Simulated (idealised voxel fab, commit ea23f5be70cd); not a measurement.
process module | voxel wiring stack
cross-section cut | 220 nm wide | cells 5 nm
A cross-section is a grid of square cells, given in bands from the top down. A band is one or more rows of cells.
Each band's line starts with the height of the band's top and of its bottom, in nm. Then come its materials from left to right, each with its width in nm. One material with "throughout" fills the band from edge to edge. "air" is empty space.
Height 0 is the level under which the wafer as received is all one material. The lowest band goes on downwards, as in "0 down".
A width such as "30 to 40" changes by the same amount from each row of cells to the next, from the band's top row to its bottom row.
"no change" after a step means that no cell of the cross-section changed.
closed voids: empty space of 8 cells or more with no open way to the top, each as width x height at its distance from the left edge, in nm
after a step's settings: what the simulator itself notes on the step
overlay nm, on a step with a mask: how far to the right of its planned place the mask lay; to the left if negative
plan
1 op RECEIVE | material Si
2 op CONFORMAL_DEP | material SiO2 | thk nm 15
3 op CONFORMAL_DEP | material SiN | thk nm 5
4 op DIRECTIONAL_DEP | material SiO2 | thk nm 15
5 op DIRECTIONAL_DEP | material aC | thk nm 15
6 op PATTERN | tone open | mask id METAL_1 | material resist | width nm 30 | pitch nm 45 | thk nm 30 | overlay nm 0
7 op DIRECTIONAL_ETCH | etch materials aC | depth nm 15
8 op STRIP | etch materials resist
9 op DIRECTIONAL_ETCH | etch materials SiO2 | depth nm 15
10 op DIRECTIONAL_ETCH | etch materials SiN | depth nm 5
11 op STRIP | etch materials aC
12 op CONFORMAL_DEP | material TiN | thk nm 5
13 op FILL_DEP | material Cu | thk nm 5
14 op CMP | height nm 35
15 op EPI | material Ru | thk nm 5
16 op FILL_DEP | material SiCN | thk nm 5
17 op DIRECTIONAL_DEP | material SiO2 | thk nm 30
18 op DIRECTIONAL_DEP | material aC | thk nm 10
19 op PATTERN | tone open | mask id METAL_2 | material resist | width nm 30 | pitch nm 45 | thk nm 25 | overlay nm 0
20 op DIRECTIONAL_ETCH | etch materials aC | depth nm 10
21 op STRIP | etch materials resist
22 op DIRECTIONAL_ETCH | etch materials SiO2 | depth nm 20
23 op STRIP | etch materials aC
24 op DIRECTIONAL_DEP | material aC | thk nm 10
25 op PATTERN | tone open | mask id METAL_2_HOLES | material resist | width nm 15 | pitch nm 45 | thk nm 30 | overlay nm 0
26 op DIRECTIONAL_ETCH | etch materials aC | depth nm 10
27 op STRIP | etch materials resist
28 op DIRECTIONAL_ETCH | etch materials SiO2 | depth nm 10
29 op DIRECTIONAL_ETCH | etch materials SiCN | depth nm 5
30 op STRIP | etch materials aC
31 op CONFORMAL_DEP | material TiN | thk nm 5
32 op FILL_DEP | material Cu | thk nm 5
33 op CMP | height nm 75
34 op CONFORMAL_DEP | material SiCN | thk nm 5
35 op DIRECTIONAL_DEP | material lowk | thk nm 30
36 op DIRECTIONAL_DEP | material aC | thk nm 10
37 op PATTERN | tone open | mask id METAL_3_HOLES | material resist | width nm 15 | pitch nm 90 | thk nm 25 | overlay nm 0
38 op DIRECTIONAL_ETCH | etch materials aC | depth nm 10
39 op STRIP | etch materials resist
40 op DIRECTIONAL_ETCH | etch materials lowk | depth nm 30
41 op STRIP | etch materials aC
42 op PATTERN | tone open | mask id METAL_3 | material resist | width nm 30 | pitch nm 45 | thk nm 20 | overlay nm 0
43 op DIRECTIONAL_ETCH | etch materials lowk | depth nm 20
44 op DIRECTIONAL_ETCH | etch materials SiCN | depth nm 5
45 op STRIP | etch materials resist
46 op CONFORMAL_DEP | material TiN | thk nm 5
47 op FILL_DEP | material Ru | thk nm 5
48 op CMP | height nm 110
49 op CONFORMAL_DEP | material SiCN | thk nm 5
50 op DIRECTIONAL_DEP | material lowk | thk nm 15
51 op DIRECTIONAL_DEP | material aC | thk nm 15
52 op PATTERN | tone open | mask id PLUG_3 | material resist | width nm 15 | pitch nm 45 | thk nm 30 | overlay nm 0
53 op DIRECTIONAL_ETCH | etch materials aC | depth nm 15
54 op STRIP | etch materials resist
55 op DIRECTIONAL_ETCH | etch materials lowk | depth nm 15
56 op DIRECTIONAL_ETCH | etch materials SiCN | depth nm 5
57 op STRIP | etch materials aC
58 op CONFORMAL_DEP | material TiN | thk nm 5
59 op FILL_DEP | material W | thk nm 5
60 op CMP | height nm 130
61 op DIRECTIONAL_DEP | material TiN | thk nm 5
62 op DIRECTIONAL_DEP | material W | thk nm 25
63 op PATTERN | tone cover | mask id METAL_4 | material resist | width nm 30 | pitch nm 45 | thk nm 15 | overlay nm 0
64 op DIRECTIONAL_ETCH | etch materials W | depth nm 25
65 op DIRECTIONAL_ETCH | etch materials TiN | depth nm 5
66 op STRIP | etch materials resist
67 op FILL_DEP | material SiO2 | thk nm 10
68 op CMP | height nm 160
69 op CONFORMAL_DEP | material SiN | thk nm 5
as received, after step 1
  0 down: Si throughout
  closed voids: none
first wafer at the end, as planned
  165 to 160: SiN throughout
  160 to 135: SiO2 25 | W 30 | SiO2 15 | W 30 | SiO2 15 | W 30 | SiO2 15 | W 30 | SiO2 30
  135 to 130: SiO2 25 | TiN 30 | SiO2 15 | TiN 30 | SiO2 15 | TiN 30 | SiO2 15 | TiN 30 | SiO2 30
  130 to 115: lowk 25 | TiN 5 | W 5 | TiN 5 | lowk 30 | TiN 5 | W 5 | TiN 5 | lowk 30 | TiN 5 | W 5 | TiN 5 | lowk 30 | TiN 5 | W 5 | TiN 5 | lowk 45
  115 to 110: SiCN 25 | TiN 15 | SiCN 30 | TiN 15 | SiCN 30 | TiN 15 | SiCN 30 | TiN 15 | SiCN 45
  110 to 95: lowk 25 | TiN 5 | Ru 20 | TiN 5 | lowk 15 | TiN 5 | Ru 20 | TiN 5 | lowk 15 | TiN 5 | Ru 20 | TiN 5 | lowk 15 | TiN 5 | Ru 20 | TiN 5 | lowk 30
  95 to 90: lowk 25 | TiN 5 | Ru 5 | TiN 20 | lowk 15 | TiN 30 | lowk 15 | TiN 5 | Ru 5 | TiN 20 | lowk 15 | TiN 30 | lowk 30
  90 to 80: lowk 25 | TiN 5 | Ru 5 | TiN 5 | lowk 75 | TiN 5 | Ru 5 | TiN 5 | lowk 90
  80 to 75: SiCN 25 | TiN 15 | SiCN 75 | TiN 15 | SiCN 90
  75 to 60: SiO2 25 | TiN 5 | Cu 20 | TiN 5 | SiO2 15 | TiN 5 | Cu 20 | TiN 5 | SiO2 15 | TiN 5 | Cu 20 | TiN 5 | SiO2 15 | TiN 5 | Cu 20 | TiN 5 | SiO2 30
  60 to 55: SiO2 25 | TiN 5 | Cu 5 | TiN 20 | SiO2 15 | TiN 5 | Cu 5 | TiN 20 | SiO2 15 | TiN 5 | Cu 5 | TiN 20 | SiO2 15 | TiN 5 | Cu 5 | TiN 20 | SiO2 30
  55 to 45: SiO2 25 | TiN 5 | Cu 5 | TiN 5 | SiO2 30 | TiN 5 | Cu 5 | TiN 5 | SiO2 30 | TiN 5 | Cu 5 | TiN 5 | SiO2 30 | TiN 5 | Cu 5 | TiN 5 | SiO2 45
  45 to 40: SiCN 25 | TiN 15 | SiCN 30 | TiN 15 | SiCN 30 | TiN 15 | SiCN 30 | TiN 15 | SiCN 45
  40 to 35: SiCN 20 | Ru 40 | SiCN 5 | Ru 40 | SiCN 5 | Ru 40 | SiCN 5 | Ru 40 | SiCN 25
  35 to 20: SiO2 25 | TiN 5 | Cu 20 | TiN 5 | SiO2 15 | TiN 5 | Cu 20 | TiN 5 | SiO2 15 | TiN 5 | Cu 20 | TiN 5 | SiO2 15 | TiN 5 | Cu 20 | TiN 5 | SiO2 30
  20 to 15: SiN 25 | TiN 30 | SiN 15 | TiN 30 | SiN 15 | TiN 30 | SiN 15 | TiN 30 | SiN 30
  15 to 0: SiO2 throughout
  0 down: Si throughout
  closed voids: none
second wafer at the end: like start, like plan, one mistake
  165 to 160: SiN throughout
  160 to 135: SiO2 25 | W 30 | SiO2 15 | W 30 | SiO2 15 | W 30 | SiO2 15 | W 30 | SiO2 30
  135 to 130: SiO2 25 | TiN 30 | SiO2 15 | TiN 30 | SiO2 15 | TiN 30 | SiO2 15 | TiN 30 | SiO2 30
  130 to 125: SiCN 25 | TiN 15 | SiCN 30 | TiN 15 | SiCN 30 | TiN 15 | SiCN 30 | TiN 15 | SiCN 45
  125 to 110: lowk throughout
  110 to 95: lowk 25 | TiN 5 | Ru 20 | TiN 5 | lowk 15 | TiN 5 | Ru 20 | TiN 5 | lowk 15 | TiN 5 | Ru 20 | TiN 5 | lowk 15 | TiN 5 | Ru 20 | TiN 5 | lowk 30
  95 to 90: lowk 25 | TiN 5 | Ru 5 | TiN 20 | lowk 15 | TiN 30 | lowk 15 | TiN 5 | Ru 5 | TiN 20 | lowk 15 | TiN 30 | lowk 30
  90 to 80: lowk 25 | TiN 5 | Ru 5 | TiN 5 | lowk 75 | TiN 5 | Ru 5 | TiN 5 | lowk 90
  80 to 75: SiCN 25 | TiN 15 | SiCN 75 | TiN 15 | SiCN 90
  75 to 60: SiO2 25 | TiN 5 | Cu 20 | TiN 5 | SiO2 15 | TiN 5 | Cu 20 | TiN 5 | SiO2 15 | TiN 5 | Cu 20 | TiN 5 | SiO2 15 | TiN 5 | Cu 20 | TiN 5 | SiO2 30
  60 to 55: SiO2 25 | TiN 5 | Cu 5 | TiN 20 | SiO2 15 | TiN 5 | Cu 5 | TiN 20 | SiO2 15 | TiN 5 | Cu 5 | TiN 20 | SiO2 15 | TiN 5 | Cu 5 | TiN 20 | SiO2 30
  55 to 45: SiO2 25 | TiN 5 | Cu 5 | TiN 5 | SiO2 30 | TiN 5 | Cu 5 | TiN 5 | SiO2 30 | TiN 5 | Cu 5 | TiN 5 | SiO2 30 | TiN 5 | Cu 5 | TiN 5 | SiO2 45
  45 to 40: SiCN 25 | TiN 15 | SiCN 30 | TiN 15 | SiCN 30 | TiN 15 | SiCN 30 | TiN 15 | SiCN 45
  40 to 35: SiCN 20 | Ru 40 | SiCN 5 | Ru 40 | SiCN 5 | Ru 40 | SiCN 5 | Ru 40 | SiCN 25
  35 to 20: SiO2 25 | TiN 5 | Cu 20 | TiN 5 | SiO2 15 | TiN 5 | Cu 20 | TiN 5 | SiO2 15 | TiN 5 | Cu 20 | TiN 5 | SiO2 15 | TiN 5 | Cu 20 | TiN 5 | SiO2 30
  20 to 15: SiN 25 | TiN 30 | SiN 15 | TiN 30 | SiN 15 | TiN 30 | SiN 15 | TiN 30 | SiN 30
  15 to 0: SiO2 throughout
  0 down: Si throughout
  closed voids: none
what went wrong: steps 49 and 50 were swapped
at the end the second wafer has, in cells: 24 fewer of TiN | 12 fewer of W | 36 more of lowk
